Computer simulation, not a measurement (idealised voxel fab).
The process module that follows is named voxel self aligned vias.
cross-section cut | 290 nm wide | cells 5 nm
If you're reading a cross-section in this doc, picture square cells in a grid; it comes to you as bands, top ones listed first down to the bottom, and a band can be one or more rows of cells. In this notation a band is specified by the heights of its top and bottom, in that order and in nm, after which its materials appear from left to right, each paired with its width in nm. The word "throughout" attached to a single material means that material fills the band from edge to edge; the word "air" stands for empty space. Heights are reckoned from 0. Under this level, the received wafer is all of one material. The bottommost band is open-ended downward, for example "z 0 and below". Width: "30 to 40" (first number = top row, second number = bottom row, same change from row to row of cells). It should be understood that the words "no change occurred", when stated for a given step, signify that the cross-section underwent no change in any of its cells during that step. Empty spaces without an open route to the top, at least 8 cells in extent, make up the entry "Closed void list"; each is given as width x height at distance, where the distance is measured from the left edge, and all are in nm. On each step's line, the part that comes after the settings is the simulator's own comment on the step. overlay nm, on a step with a mask: how far to the right of its planned place the mask lay; to the left if negative.
Planned process steps:
1. RECEIVE,material Si
2. CONFORMAL_DEP,material SiO2,thk nm 15
3. CONFORMAL_DEP,material SiCN,thk nm 5
4. DIRECTIONAL_DEP,material SiO2,thk nm 20
5. PATTERN,tone open,mask id LINES,material resist,width nm 25,pitch nm 55,thk nm 15,overlay nm 0
6. DIRECTIONAL_ETCH,etch materials SiO2,depth nm 20
7. STRIP,etch materials resist
8. CONFORMAL_DEP,material TiN,thk nm 5
9. FILL_DEP,material Ru,thk nm 5
10. CMP,height nm 40
11. SELECTIVE_ETCH,etch materials W Ru TiN,depth nm 10
12. FILL_DEP,material SiN,thk nm 10
13. CMP,height nm 40
14. DIRECTIONAL_DEP,material SiO2,thk nm 15
15. DIRECTIONAL_DEP,material aC,thk nm 15
16. PATTERN,tone open,mask id VIAS,material resist,width nm 35,pitch nm 55,thk nm 35,overlay nm 0
17. DIRECTIONAL_ETCH,etch materials aC,depth nm 15
18. STRIP,etch materials resist
19. DIRECTIONAL_ETCH,etch materials SiO2,depth nm 15
20. DIRECTIONAL_ETCH,etch materials SiN,depth nm 10
21. STRIP,etch materials aC
22. CONFORMAL_DEP,material TiN,thk nm 5
23. FILL_DEP,material Ru,thk nm 5
24. CMP,height nm 55
25. CONFORMAL_DEP,material SiCN,thk nm 5
First of two wafers: run as planned:
as received, after step 1:
* z 0 and below | Si throughout
* Closed void list: none
The wafer in cross-section once step 2 is complete:
* z 15 to 0 | SiO2 throughout
* Beneath the level 0, the cross-section is identical to its previous state.
The wafer in cross-section once step 3 is complete:
* z 20 to 15 | SiCN throughout
* Beneath the level 15, the cross-section is identical to its previous state.
The wafer in cross-section once step 4 is complete:
* z 40 to 20 | SiO2 throughout
* Beneath the level 20, the cross-section is identical to its previous state.
The wafer in cross-section once step 5 is complete:
* z 55 to 40 | 105 nm resist; 25 nm air; 30 nm resist; 25 nm air; 105 nm resist
* Beneath the level 40, the cross-section is identical to its previous state.
The wafer in cross-section once step 6 is complete:
* z 55 to 40 | 105 nm resist; 25 nm air; 30 nm resist; 25 nm air; 105 nm resist
* z 40 to 20 | 105 nm SiO2; 25 nm air; 30 nm SiO2; 25 nm air; 105 nm SiO2
* Beneath the level 20, the cross-section is identical to its previous state.
The wafer in cross-section once step 7 is complete:
* z 40 to 20 | 105 nm SiO2; 25 nm air; 30 nm SiO2; 25 nm air; 105 nm SiO2
* Beneath the level 20, the cross-section is identical to its previous state.
The wafer in cross-section once step 8 is complete:
* z 45 to 40 | 110 nm TiN; 15 nm air; 40 nm TiN; 15 nm air; 110 nm TiN
* z 40 to 25 | 105 nm SiO2; 5 nm TiN; 15 nm air; 5 nm TiN; 30 nm SiO2; 5 nm TiN; 15 nm air; 5 nm TiN; 105 nm SiO2
* z 25 to 20 | 105 nm SiO2; 25 nm TiN; 30 nm SiO2; 25 nm TiN; 105 nm SiO2
* Beneath the level 20, the cross-section is identical to its previous state.
The wafer in cross-section once step 9 is complete:
* z 50 to 45 | Ru throughout
* z 45 to 40 | 110 nm TiN; 15 nm Ru; 40 nm TiN; 15 nm Ru; 110 nm TiN
* z 40 to 25 | 105 nm SiO2; 5 nm TiN; 15 nm Ru; 5 nm TiN; 30 nm SiO2; 5 nm TiN; 15 nm Ru; 5 nm TiN; 105 nm SiO2
* Beneath the level 25, the cross-section is identical to its previous state.
The wafer in cross-section once step 10 is complete:
* z 40 to 25 | 105 nm SiO2; 5 nm TiN; 15 nm Ru; 5 nm TiN; 30 nm SiO2; 5 nm TiN; 15 nm Ru; 5 nm TiN; 105 nm SiO2
* Beneath the level 25, the cross-section is identical to its previous state.
The wafer in cross-section once step 11 is complete:
* z 40 to 30 | 105 nm SiO2; 25 nm air; 30 nm SiO2; 25 nm air; 105 nm SiO2
* Beneath the level 30, the cross-section is identical to its previous state.
The wafer in cross-section once step 12 is complete:
* z 50 to 40 | SiN throughout
* z 40 to 30 | 105 nm SiO2; 25 nm SiN; 30 nm SiO2; 25 nm SiN; 105 nm SiO2
* Beneath the level 30, the cross-section is identical to its previous state.
The wafer in cross-section once step 13 is complete:
* z 40 to 30 | 105 nm SiO2; 25 nm SiN; 30 nm SiO2; 25 nm SiN; 105 nm SiO2
* Beneath the level 30, the cross-section is identical to its previous state.
The wafer in cross-section once step 14 is complete:
* z 55 to 40 | SiO2 throughout
* Beneath the level 40, the cross-section is identical to its previous state.
The wafer in cross-section once step 15 is complete:
* z 70 to 55 | aC throughout
* Beneath the level 55, the cross-section is identical to its previous state.
The wafer in cross-section once step 16 is complete:
* z 105 to 70 | 100 nm resist; 35 nm air; 20 nm resist; 35 nm air; 100 nm resist
* Beneath the level 70, the cross-section is identical to its previous state.
The wafer in cross-section once step 17 is complete:
* z 90 to 70 | 100 nm resist; 35 nm air; 20 nm resist; 35 nm air; 100 nm resist
* z 70 to 55 | 100 nm aC; 35 nm air; 20 nm aC; 35 nm air; 100 nm aC
* Beneath the level 55, the cross-section is identical to its previous state.
The wafer in cross-section once step 18 is complete:
* z 70 to 55 | 100 nm aC; 35 nm air; 20 nm aC; 35 nm air; 100 nm aC
* Beneath the level 55, the cross-section is identical to its previous state.
The wafer in cross-section once step 19 is complete:
* z 70 to 55 | 100 nm aC; 35 nm air; 20 nm aC; 35 nm air; 100 nm aC
* z 55 to 40 | 100 nm SiO2; 35 nm air; 20 nm SiO2; 35 nm air; 100 nm SiO2
* Beneath the level 40, the cross-section is identical to its previous state.
The wafer in cross-section once step 20 is complete:
* z 70 to 55 | 100 nm aC; 35 nm air; 20 nm aC; 35 nm air; 100 nm aC
* z 55 to 40 | 100 nm SiO2; 35 nm air; 20 nm SiO2; 35 nm air; 100 nm SiO2
* z 40 to 30 | 105 nm SiO2; 25 nm air; 30 nm SiO2; 25 nm air; 105 nm SiO2
* Beneath the level 30, the cross-section is identical to its previous state.
The wafer in cross-section once step 21 is complete:
* z 55 to 40 | 100 nm SiO2; 35 nm air; 20 nm SiO2; 35 nm air; 100 nm SiO2
* Beneath the level 40, the cross-section is identical to its previous state.
The wafer in cross-section once step 22 is complete:
* z 60 to 55 | 105 nm TiN; 25 nm air; 30 nm TiN; 25 nm air; 105 nm TiN
* z 55 to 45 | 100 nm SiO2; 5 nm TiN; 25 nm air; 5 nm TiN; 20 nm SiO2; 5 nm TiN; 25 nm air; 5 nm TiN; 100 nm SiO2
* z 45 to 35 | 100 to 105 nm SiO2; 10 to 5 nm TiN; 15 nm air; 10 to 5 nm TiN; 20 to 30 nm SiO2; 10 to 5 nm TiN; 15 nm air; 10 to 5 nm TiN; 100 to 105 nm SiO2
* z 35 to 30 | 105 nm SiO2; 25 nm TiN; 30 nm SiO2; 25 nm TiN; 105 nm SiO2
* Beneath the level 30, the cross-section is identical to its previous state.
The wafer in cross-section once step 23 is complete:
* z 65 to 60 | Ru throughout
* z 60 to 55 | 105 nm TiN; 25 nm Ru; 30 nm TiN; 25 nm Ru; 105 nm TiN
* z 55 to 45 | 100 nm SiO2; 5 nm TiN; 25 nm Ru; 5 nm TiN; 20 nm SiO2; 5 nm TiN; 25 nm Ru; 5 nm TiN; 100 nm SiO2
* z 45 to 35 | 100 to 105 nm SiO2; 10 to 5 nm TiN; 15 nm Ru; 10 to 5 nm TiN; 20 to 30 nm SiO2; 10 to 5 nm TiN; 15 nm Ru; 10 to 5 nm TiN; 100 to 105 nm SiO2
* Beneath the level 35, the cross-section is identical to its previous state.
The wafer in cross-section once step 24 is complete:
* z 55 to 45 | 100 nm SiO2; 5 nm TiN; 25 nm Ru; 5 nm TiN; 20 nm SiO2; 5 nm TiN; 25 nm Ru; 5 nm TiN; 100 nm SiO2
* Beneath the level 45, the cross-section is identical to its previous state.
The wafer in cross-section once step 25 is complete:
* z 60 to 55 | SiCN throughout
* Beneath the level 55, the cross-section is identical to its previous state.
Second Wafer (Identical Start and Plan, One Processing Error; Matches First Wafer Through Step 21):
The second wafer cut through, at the time step 22 was supposed to be finished:
* z 60 to 55 | 105 nm aC; 25 nm air; 30 nm aC; 25 nm air; 105 nm aC
* z 55 to 45 | 100 nm SiO2; 5 nm aC; 25 nm air; 5 nm aC; 20 nm SiO2; 5 nm aC; 25 nm air; 5 nm aC; 100 nm SiO2
* z 45 to 35 | 100 to 105 nm SiO2; 10 to 5 nm aC; 15 nm air; 10 to 5 nm aC; 20 to 30 nm SiO2; 10 to 5 nm aC; 15 nm air; 10 to 5 nm aC; 100 to 105 nm SiO2
* z 35 to 30 | 105 nm SiO2; 25 nm aC; 30 nm SiO2; 25 nm aC; 105 nm SiO2
* Beneath the level 30, the cross-section is identical to its previous state.
The second wafer cut through, at the time step 23 was supposed to be finished:
* z 65 to 60 | Ru throughout
* z 60 to 55 | 105 nm aC; 25 nm Ru; 30 nm aC; 25 nm Ru; 105 nm aC
* z 55 to 45 | 100 nm SiO2; 5 nm aC; 25 nm Ru; 5 nm aC; 20 nm SiO2; 5 nm aC; 25 nm Ru; 5 nm aC; 100 nm SiO2
* z 45 to 35 | 100 to 105 nm SiO2; 10 to 5 nm aC; 15 nm Ru; 10 to 5 nm aC; 20 to 30 nm SiO2; 10 to 5 nm aC; 15 nm Ru; 10 to 5 nm aC; 100 to 105 nm SiO2
* Beneath the level 35, the cross-section is identical to its previous state.
The second wafer cut through, at the time step 24 was supposed to be finished:
* z 55 to 45 | 100 nm SiO2; 5 nm aC; 25 nm Ru; 5 nm aC; 20 nm SiO2; 5 nm aC; 25 nm Ru; 5 nm aC; 100 nm SiO2
* Beneath the level 45, the cross-section is identical to its previous state.
The second wafer cut through, at the time step 25 was supposed to be finished:
* z 60 to 55 | SiCN throughout
* Beneath the level 55, the cross-section is identical to its previous state.
Finding, execution versus plan: so step 22 ended up running with a different setting than we planned, it ran as CONFORMAL_DEP,material aC,thk nm 5
Wafer comparison, final, in cells, second relative to first, materials more or fewer: TiN: 30 fewer, aC: 30 more
